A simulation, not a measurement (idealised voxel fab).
The following process module bears the name voxel transistor to metal.
Section shown: cut. Width: 190 nm. Cell size: 5 nm, square.
Cross-section layout: square cells on a grid; listed as bands, top to bottom; a band spans one or more cell rows. A band entry consists of two parts. The first gives the height of the band's top and the height of its bottom, in nm. The rest lists the band's materials from left to right, each with its width in nm. A single material labelled with the word "edge to edge" fills the band from edge to edge, and the word "blank" marks empty space. Heights from 0 (as-received wafer is one material below). Bottom band endless downward, as "0 -> down". With a width like "30..40", each row of cells in the band differs from the next by the same amount, the top row carrying the first number and the bottom row the second. Where a step carries "all unchanged", the cross-section came out of it unchanged, cell for cell. Enclosed voids (no open way to top), threshold 8 cells or more, entry "Entrapped voids", notation width x height at distance, distance from left edge, nm. On a step's line, text after the settings is the simulator commenting on that step. overlay nm, on a step with a mask: how far to the right of its planned place the mask lay; to the left if negative.
Steps in the process plan
| 1 | RECEIVE (material Si) |
| 2 | CONFORMAL_DEP (material SiO2; thk nm 5) |
| 3 | CONFORMAL_DEP (material SiN; thk nm 10) |
| 4 | DIRECTIONAL_DEP (material aC; thk nm 10) |
| 5 | PATTERN (tone cover; mask id ACTIVE; material resist; width nm 115; thk nm 25; overlay nm 0) |
| 6 | DIRECTIONAL_ETCH (etch materials aC; depth nm 10) |
| 7 | STRIP (etch materials resist) |
| 8 | DIRECTIONAL_ETCH (etch materials SiN; depth nm 10) |
| 9 | DIRECTIONAL_ETCH (etch materials SiO2; depth nm 5) |
| 10 | DIRECTIONAL_ETCH (etch materials Si; depth nm 35) |
| 11 | STRIP (etch materials aC) |
| 12 | FILL_DEP (material SiO2; thk nm 5) |
| 13 | CMP (height nm 15) |
| 14 | SELECTIVE_ETCH (etch materials SiO2; depth nm 10) |
| 15 | STRIP (etch materials SiN) |
| 16 | SELECTIVE_ETCH (etch materials SiO2; depth nm 5) |
| 17 | OXIDIZE (depth nm 5) |
| 18 | DIRECTIONAL_DEP (material polySi; thk nm 25) |
| 19 | DIRECTIONAL_DEP (material SiCN; thk nm 10) |
| 20 | MASKED_ETCH (tone cover; mask id GATE; width nm 25; etch materials SiCN; depth nm 20; overlay nm 0) |
| 21 | MASKED_ETCH (tone cover; mask id GATE; width nm 25; etch materials polySi; depth nm 35; overlay nm 0) |
| 22 | CONFORMAL_DEP (material SiN; thk nm 10) |
| 23 | DIRECTIONAL_ETCH (etch materials SiN; depth nm 10) |
| 24 | DIRECTIONAL_ETCH (etch materials SiO2; depth nm 5) |
| 25 | EPI (material nSi; thk nm 5) |
| 26 | FILL_DEP (material SiO2; thk nm 10) |
| 27 | CMP (height nm 25) |
| 28 | STRIP (etch materials polySi) |
| 29 | SELECTIVE_ETCH (etch materials SiO2; depth nm 5) |
| 30 | CONFORMAL_DEP (material HfO2; thk nm 5) |
| 31 | CONFORMAL_DEP (material TiN; thk nm 5) |
| 32 | FILL_DEP (material W; thk nm 5) |
| 33 | CMP (height nm 20) |
| 34 | DIRECTIONAL_DEP (material SiO2; thk nm 10) |
| 35 | PATTERN (tone open; mask id CONTACT; material resist; width nm 20; pitch nm 75; thk nm 20; overlay nm -15) |
| 36 | DIRECTIONAL_ETCH (etch materials SiO2; depth nm 30) |
| 37 | STRIP (etch materials resist) |
| 38 | CONFORMAL_DEP (material TiN; thk nm 5) |
| 39 | FILL_DEP (material W; thk nm 10) |
| 40 | CMP (height nm 30) |
| 41 | DIRECTIONAL_DEP (material TiN; thk nm 5) |
| 42 | DIRECTIONAL_DEP (material Ru; thk nm 15) |
| 43 | PATTERN (tone cover; mask id METAL_1; material resist; width nm 20; pitch nm 75; thk nm 15; overlay nm 0) |
| 44 | DIRECTIONAL_ETCH (etch materials Ru; depth nm 15) |
| 45 | DIRECTIONAL_ETCH (etch materials TiN; depth nm 5) |
| 46 | STRIP (etch materials resist) |
| 47 | CONFORMAL_DEP (material SiN; thk nm 5) |
| 48 | FILL_DEP (material lowk; thk nm 5) |
| 49 | CMP (height nm 50) |
| 50 | CONFORMAL_DEP (material SiN; thk nm 5) |
The overlay nm used in step 35 is not the same on every wafer, whereas the starting condition is; the value printed in the plan is the first wafer's.
As received, i.e. after step 1: cross-section through the first of several wafers
- 0 -> down  Si edge to edge
- Entrapped voids: none
The first of several wafers, seen in cross-section after the module's last step, step 50
- 55 -> 50  SiN edge to edge
- 50 -> 35  lowk: 40  SiN: 5  Ru: 20  SiN: 5  lowk: 45  SiN: 5  Ru: 20  SiN: 5  lowk: 45
- 35 -> 30  SiN: 45  TiN: 20  SiN: 55  TiN: 20  SiN: 50
- 30 -> 25  SiO2: 30  TiN: 5  W: 10  TiN: 5  SiO2: 55  TiN: 5  W: 10  TiN: 5  SiO2: 65
- 25 -> 20  SiO2: 30  TiN: 5  W: 10  TiN: 5  SiO2: 55  TiN: 20  SiO2: 65
- 20 -> 5  SiO2: 30  TiN: 5  W: 10  TiN: 5  SiO2: 20  SiN: 10  HfO2: 5  TiN: 5  W: 5  TiN: 5  HfO2: 5  SiN: 10  TiN: 10  SiO2: 65
- 5 -> 0  SiO2: 30  TiN: 20  SiO2: 20  SiN: 10  HfO2: 5  TiN: 15  HfO2: 5  SiN: 10  TiN: 10  SiO2: 65
- 0 -> -5  SiO2: 30  nSi: 40  SiO2: 5  HfO2: 35  SiO2: 5  nSi: 40  SiO2: 35
- -5 -> -35  SiO2: 35  Si: 115  SiO2: 40
- -35 -> down  Si edge to edge
- Entrapped voids: none
Cross-section, module end, final of several wafers
- 55 -> 50  SiN edge to edge
- 50 -> 35  lowk: 40  SiN: 5  Ru: 20  SiN: 5  lowk: 45  SiN: 5  Ru: 20  SiN: 5  lowk: 45
- 35 -> 30  SiN: 45  TiN: 20  SiN: 55  TiN: 20  SiN: 50
- 30 -> 25  SiO2: 60  TiN: 5  W: 10  TiN: 5  SiO2: 55  TiN: 5  W: 10  TiN: 5  SiO2: 35
- 25 -> 20  SiO2: 60  TiN: 20  SiO2: 55  TiN: 5  W: 10  TiN: 5  SiO2: 35
- 20 -> 5  SiO2: 60  TiN: 10  SiN: 10  HfO2: 5  TiN: 5  W: 5  TiN: 5  HfO2: 5  SiN: 10  SiO2: 20  TiN: 5  W: 10  TiN: 5  SiO2: 35
- 5 -> 0  SiO2: 60  TiN: 10  SiN: 10  HfO2: 5  TiN: 15  HfO2: 5  SiN: 10  SiO2: 20  TiN: 20  SiO2: 35
- 0 -> -5  SiO2: 30  nSi: 40  SiO2: 5  HfO2: 35  SiO2: 5  nSi: 40  SiO2: 35
- -5 -> -35  SiO2: 35  Si: 115  SiO2: 40
- -35 -> down  Si edge to edge
- Entrapped voids: none
Tabulated below, wafer by wafer, are the end-of-module results: for each material, the number of cells gained (+) or lost (-) relative to the as-received state, followed by the closed voids
overlay nm -15 | +15 HfO2 | +24 Ru | -128 Si | +96 SiN | +257 SiO2 | +45 TiN | +15 W | +78 lowk | +16 nSi | Entrapped voids: none
overlay nm -10 | +15 HfO2 | +24 Ru | -128 Si | +96 SiN | +253 SiO2 | +45 TiN | +19 W | +78 lowk | +16 nSi | Entrapped voids: none
overlay nm -5 | +15 HfO2 | +24 Ru | -128 Si | +96 SiN | +249 SiO2 | +45 TiN | +23 W | +78 lowk | +16 nSi | Entrapped voids: none
overlay nm 0 | +15 HfO2 | +24 Ru | -128 Si | +96 SiN | +249 SiO2 | +45 TiN | +23 W | +78 lowk | +16 nSi | Entrapped voids: none
overlay nm 5 | +15 HfO2 | +24 Ru | -128 Si | +96 SiN | +249 SiO2 | +45 TiN | +23 W | +78 lowk | +16 nSi | Entrapped voids: none
overlay nm 10 | +15 HfO2 | +24 Ru | -128 Si | +96 SiN | +253 SiO2 | +45 TiN | +19 W | +78 lowk | +16 nSi | Entrapped voids: none
overlay nm 15 | +15 HfO2 | +24 Ru | -128 Si | +96 SiN | +257 SiO2 | +45 TiN | +15 W | +78 lowk | +16 nSi | Entrapped voids: none
